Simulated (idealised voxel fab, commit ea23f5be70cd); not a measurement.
Documented hereafter: the process module known as voxel fin reveal.
The cross-section on display is named cut; it measures 215 nm wide, and its cells are 5 nm squares.
We lay out every cross-section as a grid of square cells and spell it out in bands from the top down, where one band means one or more rows of cells.
Within each band entry, the heights of the top and of the bottom of the band appear first, in that order and in nm; the materials of the band then follow from left to right, each with its corresponding width in nm. The designation "everywhere" on a single material indicates that it fills the band from edge to edge; the designation "blank" indicates empty space.
Note: height 0 marks the level under which the wafer is uniformly one material as received. Lowest band unbounded below, written "0 and below".
Quick explanation for "30 to 40": the width changes in equal steps down the rows of cells, from the first number in the band's top row to the second number in its bottom row.
Any step labelled "no change occurred" changed none of the cells in the cross-section.
If an empty space has no open way to the top and is at least 8 cells in size, "Closed void table" lists it, written width x height at distance, where distance is measured from the left edge and every value is in nm.
If you see something after the settings on a step's line, that's the simulator's own remark about that step.
overlay nm: right-of-plan distance of the mask on a masked step; negative values mean left-of-plan.

# The planned process steps are enumerated hereunder
step 1: RECEIVE (material Si)
step 2: CONFORMAL_DEP (material SiN; thk nm 5)
step 3: DIRECTIONAL_DEP (material aC; thk nm 15)
step 4: PATTERN (tone cover; mask id FINS; material resist; width nm 15; pitch nm 40; thk nm 35; overlay nm 0)
step 5: DIRECTIONAL_ETCH (etch materials aC; depth nm 15)
step 6: STRIP (etch materials resist)
step 7: DIRECTIONAL_ETCH (etch materials SiN; depth nm 5)
step 8: DIRECTIONAL_ETCH (etch materials Si; depth nm 40)
step 9: STRIP (etch materials aC)
step 10: OXIDIZE (depth nm 5)
step 11: FILL_DEP (material SiO2; thk nm 10)
step 12: CMP (height nm 5)
step 13: SELECTIVE_ETCH (etch materials SiO2; depth nm 15)
step 14: STRIP (etch materials SiN)
step 15: CONFORMAL_DEP (material HfO2; thk nm 5)

# Shown in cross-section is the wafer as received, that is, as it stands after step 1
	0 and below: Si everywhere
	Closed void table: none

# Cross-sectional image of the first of two wafers at the end of the module, the run having proceeded as planned
	5 down to 0: blank 60 | HfO2 15 | blank 25 | HfO2 15 | blank 25 | HfO2 15 | blank 60
	0 down to -5: blank 60 | HfO2 5 | Si 5 | HfO2 5 | blank 25 | HfO2 5 | Si 5 | HfO2 5 | blank 25 | HfO2 5 | Si 5 | HfO2 5 | blank 60
	-5 down to -10: HfO2 65 | Si 5 | HfO2 35 | Si 5 | HfO2 35 | Si 5 | HfO2 65
	-10 down to -45: SiO2 65 | Si 5 | SiO2 35 | Si 5 | SiO2 35 | Si 5 | SiO2 65
	-45 and below: Si everywhere
	Closed void table: none

# Second of two wafers, module complete, sectioned: it shares the first wafer's start and plan but was run with one mistake
	5 down to 0: HfO2 60 | blank 15 | HfO2 25 | blank 15 | HfO2 25 | blank 15 | HfO2 60
	0 down to -5: Si 55 | HfO2 5 | blank 15 | HfO2 5 | Si 15 | HfO2 5 | blank 15 | HfO2 5 | Si 15 | HfO2 5 | blank 15 | HfO2 5 | Si 55
	-5 down to -10: Si 55 | HfO2 25 | Si 15 | HfO2 25 | Si 15 | HfO2 25 | Si 55
	-10 down to -45: Si 55 | SiO2 25 | Si 15 | SiO2 25 | Si 15 | SiO2 25 | Si 55
	-45 and below: Si everywhere
	Closed void table: none
What was the processing mistake? step 4 off recipe, ran as PATTERN (tone open; mask id FINS; material resist; width nm 15; pitch nm 40; thk nm 35; overlay nm 0)
Heads up, by the end the second wafer has more or fewer cells of some materials compared to the first: Si +225 | SiO2 -175
